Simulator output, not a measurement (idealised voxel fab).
This section sets out a process module, namely voxel transistor to metal.
Cross-section cut: width 195 nm, square cells of 5 nm.
A cross-section is written here as square cells arranged in a grid, and it is given in bands from the top down, each band taking up one or more rows of cells. Read a band's entry like this: the first values are the height of its top and the height of its bottom in nm, and what follows is the sequence of materials from left to right, each with its width in nm. Note that "blank" is empty space, and that a single material marked "full width" reaches across the band from edge to edge. All heights in this document are referenced to 0, defined as the level beneath which the wafer, as received, consists entirely of one material. The lowest band is not bounded below; it extends indefinitely downward and is written in the form "z 0 and below". The notation "30..40" denotes a width that varies across the rows of cells in the band, beginning at the first number in the top row, finishing at the second number in the bottom row, and changing by an identical amount from each row to the next. "nothing altered" (step): cross-section cells unchanged, all of them. What "Closed cavity list" gives you is every empty space of 8 cells or more that is cut off from the top. Each appears as width x height at distance, with the distance taken from the left edge and width, height and distance all in nm. Past the settings on a step's line: simulator remark, on that step. If you see "overlay nm" on a step's line and that step has a mask, it's telling you how far right of where it was planned the mask ended up; a negative number means it went left instead.
[These are the steps we planned for the process]
| 1 | RECEIVE,material Si |
| 2 | OXIDIZE,depth nm 5 |
| 3 | CONFORMAL_DEP,material SiN,thk nm 10 |
| 4 | MASKED_ETCH,tone cover,mask id ACTIVE,width nm 115,etch materials SiN,depth nm 10,overlay nm 0 |
| 5 | MASKED_ETCH,tone cover,mask id ACTIVE,width nm 115,etch materials SiO2,depth nm 5,overlay nm 0 |
| 6 | MASKED_ETCH,tone cover,mask id ACTIVE,width nm 115,etch materials Si,depth nm 30,overlay nm 0 |
| 7 | FILL_DEP,material SiO2,thk nm 15 |
| 8 | CMP,height nm 10 |
| 9 | SELECTIVE_ETCH,etch materials SiO2,depth nm 10 |
| 10 | STRIP,etch materials SiN |
| 11 | SELECTIVE_ETCH,etch materials SiO2,depth nm 5 |
| 12 | OXIDIZE,depth nm 5 |
| 13 | DIRECTIONAL_DEP,material polySi,thk nm 25 |
| 14 | DIRECTIONAL_DEP,material SiCN,thk nm 15 |
| 15 | PATTERN,tone cover,mask id GATE,material resist,width nm 35,thk nm 15,overlay nm 0 |
| 16 | DIRECTIONAL_ETCH,etch materials SiCN,depth nm 25 |
| 17 | DIRECTIONAL_ETCH,etch materials polySi,depth nm 35 |
| 18 | STRIP,etch materials resist |
| 19 | CONFORMAL_DEP,material SiN,thk nm 10 |
| 20 | DIRECTIONAL_ETCH,etch materials SiN,depth nm 10 |
| 21 | DIRECTIONAL_ETCH,etch materials SiO2,depth nm 5 |
| 22 | EPI,material SiGe,thk nm 5 |
| 23 | FILL_DEP,material SiO2,thk nm 5 |
| 24 | CMP,height nm 20 |
| 25 | STRIP,etch materials polySi |
| 26 | SELECTIVE_ETCH,etch materials SiO2,depth nm 5 |
| 27 | CONFORMAL_DEP,material HfO2,thk nm 5 |
| 28 | CONFORMAL_DEP,material TiN,thk nm 5 |
| 29 | FILL_DEP,material W,thk nm 10 |
| 30 | CMP,height nm 15 |
| 31 | DIRECTIONAL_DEP,material SiO2,thk nm 10 |
| 32 | MASKED_ETCH,tone open,mask id CONTACT,width nm 15,pitch nm 80,etch materials SiO2,depth nm 30,overlay nm 0 |
| 33 | CONFORMAL_DEP,material TiN,thk nm 5 |
| 34 | FILL_DEP,material W,thk nm 10 |
| 35 | CMP,height nm 25 |
| 36 | CONFORMAL_DEP,material SiCN,thk nm 5 |
| 37 | DIRECTIONAL_DEP,material SiO2,thk nm 15 |
| 38 | MASKED_ETCH,tone open,mask id METAL_1,width nm 15,pitch nm 80,etch materials SiO2,depth nm 15,overlay nm 0 |
| 39 | MASKED_ETCH,tone open,mask id METAL_1,width nm 15,pitch nm 80,etch materials SiCN,depth nm 5,overlay nm 0 |
| 40 | CONFORMAL_DEP,material TiN,thk nm 5 |
| 41 | FILL_DEP,material W,thk nm 10 |
| 42 | CMP,height nm 45 |
| 43 | CONFORMAL_DEP,material SiCN,thk nm 5 |
| 44 | DIRECTIONAL_DEP,material SiO2,thk nm 35 |
| 45 | MASKED_ETCH,tone open,mask id METAL_2,width nm 15,pitch nm 80,etch materials SiO2,depth nm 20,overlay nm 0 |
| 46 | DIRECTIONAL_DEP,material aC,thk nm 15 |
| 47 | PATTERN,tone open,mask id METAL_2_HOLES,material resist,width nm 15,pitch nm 80,thk nm 30,overlay nm 0 |
| 48 | DIRECTIONAL_ETCH,etch materials aC,depth nm 15 |
| 49 | STRIP,etch materials resist |
| 50 | DIRECTIONAL_ETCH,etch materials SiO2,depth nm 15 |
| 51 | DIRECTIONAL_ETCH,etch materials SiCN,depth nm 5 |
| 52 | STRIP,etch materials aC |
| 53 | CONFORMAL_DEP,material TiN,thk nm 5 |
| 54 | FILL_DEP,material Ru,thk nm 10 |
| 55 | CMP,height nm 85 |
| 56 | CONFORMAL_DEP,material SiN,thk nm 5 |
[as received, after step 1]
* z 0 and below = Si full width
* Closed cavity list: none
[One mistake in running the module, otherwise start and plan as above: cross-section at the end]
* z 90 to 85 = SiN full width
* z 85 to 50 = SiO2=50; TiN=5; Ru=5; TiN=5; SiO2=65; TiN=5; Ru=5; TiN=5; SiO2=50
* z 50 to 45 = SiCN=50; TiN=15; SiCN=65; TiN=15; SiCN=50
* z 45 to 30 = SiO2=50; TiN=5; W=5; TiN=5; SiO2=65; TiN=5; W=5; TiN=5; SiO2=50
* z 30 to 25 = SiCN=50; TiN=15; SiCN=65; TiN=15; SiCN=50
* z 25 to 15 = SiO2=50; TiN=5; W=5; TiN=5; SiO2=65; TiN=5; W=5; TiN=5; SiO2=50
* z 15 to 0 = SiO2=50; TiN=5; W=5; TiN=5; SiO2=5; SiN=10; HfO2=5; TiN=5; W=15; TiN=5; HfO2=5; SiN=10; SiO2=5; TiN=5; W=5; TiN=5; SiO2=50
* z 0 to -5 = SiO2=50; TiN=15; SiO2=5; SiN=10; HfO2=5; TiN=25; HfO2=5; SiN=10; SiO2=5; TiN=15; SiO2=50
* z -5 to -10 = SiO2=35; SiGe=35; SiO2=5; HfO2=45; SiO2=5; SiGe=35; SiO2=35
* z -10 to -65 = SiO2=40; Si=115; SiO2=40
* z -65 and below = Si full width
* Closed cavity list: none
Diagnosis: yeah, plan step 6 got run twice
